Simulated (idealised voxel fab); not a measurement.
process module | voxel gate over fins
cross-section cut | 295 nm wide | cells 5 nm
A cross-section is a grid of square cells, given in bands from the top down. A band is one or more rows of cells.
Each band's line starts with the height of the band's top and of its bottom, in nm. Then come its materials from left to right, each with its width in nm. One material with "throughout" fills the band from edge to edge. "air" is empty space.
Height 0 is the level under which the wafer as received is all one material. The lowest band goes on downwards, as in "0 down".
A width such as "30 to 40" changes by the same amount from each row of cells to the next, from the band's top row to its bottom row.
"no change" after a step means that no cell of the cross-section changed.
closed voids: empty space of 8 cells or more with no open way to the top, each as width x height at its distance from the left edge, in nm
after a step's settings: what the simulator itself notes on the step
overlay nm, on a step with a mask: how far to the right of its planned place the mask lay; to the left if negative
plan
1 op RECEIVE | material Si
2 op CONFORMAL_DEP | material SiN | thk nm 5
3 op MASKED_ETCH | tone cover | mask id FINS | width nm 15 | pitch nm 40 | etch materials SiN | depth nm 5 | overlay nm 0
4 op MASKED_ETCH | tone cover | mask id FINS | width nm 15 | pitch nm 40 | etch materials Si | depth nm 35 | overlay nm 0
5 op OXIDIZE | depth nm 5
6 op FILL_DEP | material SiO2 | thk nm 15
7 op CMP | height nm 5
8 op SELECTIVE_ETCH | etch materials SiO2 | depth nm 15
9 op STRIP | etch materials SiN
10 op CONFORMAL_DEP | material HfO2 | thk nm 5
11 op CONFORMAL_DEP | material TiN | thk nm 5
12 op CONFORMAL_DEP | material TiAl | thk nm 5
13 op CONFORMAL_DEP | material TiN | thk nm 5
14 op FILL_DEP | material W | thk nm 15
15 op CMP | height nm 30
16 op CONFORMAL_DEP | material SiN | thk nm 10
first wafer, as planned
as received, after step 1
  0 down: Si throughout
  closed voids: none
after step 2
  5 to 0: SiN throughout
  below 0: unchanged
after step 3
  5 to 0: air 120 | SiN 15 | air 25 | SiN 15 | air 120
  below 0: unchanged
after step 4
  5 to 0: air 120 | SiN 15 | air 25 | SiN 15 | air 120
  0 to -35: air 120 | Si 15 | air 25 | Si 15 | air 120
  below -35: unchanged
after step 5
  5 to 0: air 120 | SiN 15 | air 25 | SiN 15 | air 120
  0 to -35: air 120 | SiO2 5 | Si 5 | SiO2 5 | air 25 | SiO2 5 | Si 5 | SiO2 5 | air 120
  -35 to -40: SiO2 125 | Si 5 | SiO2 35 | Si 5 | SiO2 125
  below -40: unchanged
after step 6
  20 to 5: SiO2 throughout
  5 to 0: SiO2 120 | SiN 15 | SiO2 25 | SiN 15 | SiO2 120
  0 to -40: SiO2 125 | Si 5 | SiO2 35 | Si 5 | SiO2 125
  below -40: unchanged
after step 7
  5 to 0: SiO2 120 | SiN 15 | SiO2 25 | SiN 15 | SiO2 120
  below 0: unchanged
after step 8
  5 to 0: air 120 | SiN 15 | air 25 | SiN 15 | air 120
  0 to -10: air 125 | Si 5 | air 35 | Si 5 | air 125
  below -10: unchanged
after step 9
  0 to -10: air 125 | Si 5 | air 35 | Si 5 | air 125
  below -10: unchanged
after step 10
  5 to 0: air 120 | HfO2 15 | air 25 | HfO2 15 | air 120
  0 to -5: air 120 | HfO2 5 | Si 5 | HfO2 5 | air 25 | HfO2 5 | Si 5 | HfO2 5 | air 120
  -5 to -10: HfO2 125 | Si 5 | HfO2 35 | Si 5 | HfO2 125
  below -10: unchanged
after step 11
  10 to 5: air 115 | TiN 25 | air 15 | TiN 25 | air 115
  5 to 0: air 115 | TiN 5 | HfO2 15 | TiN 5 | air 15 | TiN 5 | HfO2 15 | TiN 5 | air 115
  0 to -5: TiN 120 | HfO2 5 | Si 5 | HfO2 5 | TiN 25 | HfO2 5 | Si 5 | HfO2 5 | TiN 120
  below -5: unchanged
after step 12
  15 to 10: air 110 | TiAl 35 | air 5 | TiAl 35 | air 110
  10 to 5: air 110 | TiAl 5 | TiN 25 | TiAl 5 | air 5 | TiAl 5 | TiN 25 | TiAl 5 | air 110
  5 to 0: TiAl 115 | TiN 5 | HfO2 15 | TiN 5 | TiAl 15 | TiN 5 | HfO2 15 | TiN 5 | TiAl 115
  below 0: unchanged
after step 13
  20 to 15: air 105 | TiN 85 | air 105
  15 to 10: air 105 | TiN 5 | TiAl 35 | TiN 5 | TiAl 35 | TiN 5 | air 105
  10 to 5: TiN 110 | TiAl 5 | TiN 25 | TiAl 5 | TiN 5 | TiAl 5 | TiN 25 | TiAl 5 | TiN 110
  below 5: unchanged
after step 14
  35 to 20: W throughout
  20 to 15: W 105 | TiN 85 | W 105
  15 to 10: W 105 | TiN 5 | TiAl 35 | TiN 5 | TiAl 35 | TiN 5 | W 105
  below 10: unchanged
after step 15
  30 to 20: W throughout
  below 20: unchanged
after step 16
  40 to 30: SiN throughout
  below 30: unchanged
second wafer: like start, like plan, one mistake. Through step 3 it matches the first wafer
when step 4 should have ended
  5 to 0: air 120 | SiN 15 | air 25 | SiN 15 | air 120
  0 to -35: air 110 | Si 25 | air 15 | Si 25 | air 120
  below -35: unchanged
when step 5 should have ended
  5 to 0: air 120 | SiN 15 | air 25 | SiN 15 | air 120
  0 to -5: air 110 | SiO2 15 | Si 5 | SiO2 5 | air 15 | SiO2 15 | Si 5 | SiO2 5 | air 120
  -5 to -35: air 110 | SiO2 5 | Si 15 | SiO2 5 | air 15 | SiO2 5 | Si 15 | SiO2 5 | air 120
  -35 to -40: SiO2 115 | Si 15 | SiO2 25 | Si 15 | SiO2 125
  below -40: unchanged
when step 6 should have ended
  20 to 5: SiO2 throughout
  5 to 0: SiO2 120 | SiN 15 | SiO2 25 | SiN 15 | SiO2 120
  0 to -5: SiO2 125 | Si 5 | SiO2 35 | Si 5 | SiO2 125
  -5 to -40: SiO2 115 | Si 15 | SiO2 25 | Si 15 | SiO2 125
  below -40: unchanged
when step 7 should have ended
  5 to 0: SiO2 120 | SiN 15 | SiO2 25 | SiN 15 | SiO2 120
  below 0: unchanged
when step 8 should have ended
  5 to 0: air 120 | SiN 15 | air 25 | SiN 15 | air 120
  0 to -10: air 125 to 115 | Si 5 to 15 | air 35 to 25 | Si 5 to 15 | air 125
  below -10: unchanged
when step 9 should have ended
  0 to -10: air 125 to 115 | Si 5 to 15 | air 35 to 25 | Si 5 to 15 | air 125
  below -10: unchanged
when step 10 should have ended
  5 to 0: air 120 | HfO2 15 | air 25 | HfO2 15 | air 120
  0 to -5: air 110 | HfO2 15 | Si 5 | HfO2 5 | air 15 | HfO2 15 | Si 5 | HfO2 5 | air 120
  -5 to -10: HfO2 115 | Si 15 | HfO2 25 | Si 15 | HfO2 125
  below -10: unchanged
when step 11 should have ended
  10 to 5: air 115 | TiN 25 | air 15 | TiN 25 | air 115
  5 to 0: air 105 | TiN 15 | HfO2 15 | TiN 5 | air 5 | TiN 15 | HfO2 15 | TiN 5 | air 115
  0 to -5: TiN 110 | HfO2 15 | Si 5 | HfO2 5 | TiN 15 | HfO2 15 | Si 5 | HfO2 5 | TiN 120
  below -5: unchanged
when step 12 should have ended
  15 to 10: air 110 | TiAl 35 | air 5 | TiAl 35 | air 110
  10 to 5: air 100 | TiAl 15 | TiN 25 | TiAl 15 | TiN 25 | TiAl 5 | air 110
  5 to 0: TiAl 105 | TiN 15 | HfO2 15 | TiN 5 | TiAl 5 | TiN 15 | HfO2 15 | TiN 5 | TiAl 115
  below 0: unchanged
when step 13 should have ended
  20 to 15: air 105 | TiN 85 | air 105
  15 to 10: air 95 | TiN 15 | TiAl 35 | TiN 5 | TiAl 35 | TiN 5 | air 105
  10 to 5: TiN 100 | TiAl 15 | TiN 25 | TiAl 15 | TiN 25 | TiAl 5 | TiN 110
  below 5: unchanged
when step 14 should have ended
  35 to 20: W throughout
  20 to 15: W 105 | TiN 85 | W 105
  15 to 10: W 95 | TiN 15 | TiAl 35 | TiN 5 | TiAl 35 | TiN 5 | W 105
  below 10: unchanged
when step 15 should have ended
  30 to 20: W throughout
  below 20: unchanged
when step 16 should have ended
  40 to 30: SiN throughout
  below 30: unchanged
what went wrong: step 4 ran as: op MASKED_ETCH | tone cover | mask id FINS | width nm 15 | pitch nm 40 | etch materials Si | depth nm 35 | overlay nm -10
at the end the second wafer has, in cells: 28 more of Si | 24 fewer of SiO2 | 1 fewer of TiAl | 1 fewer of TiN | 2 fewer of W
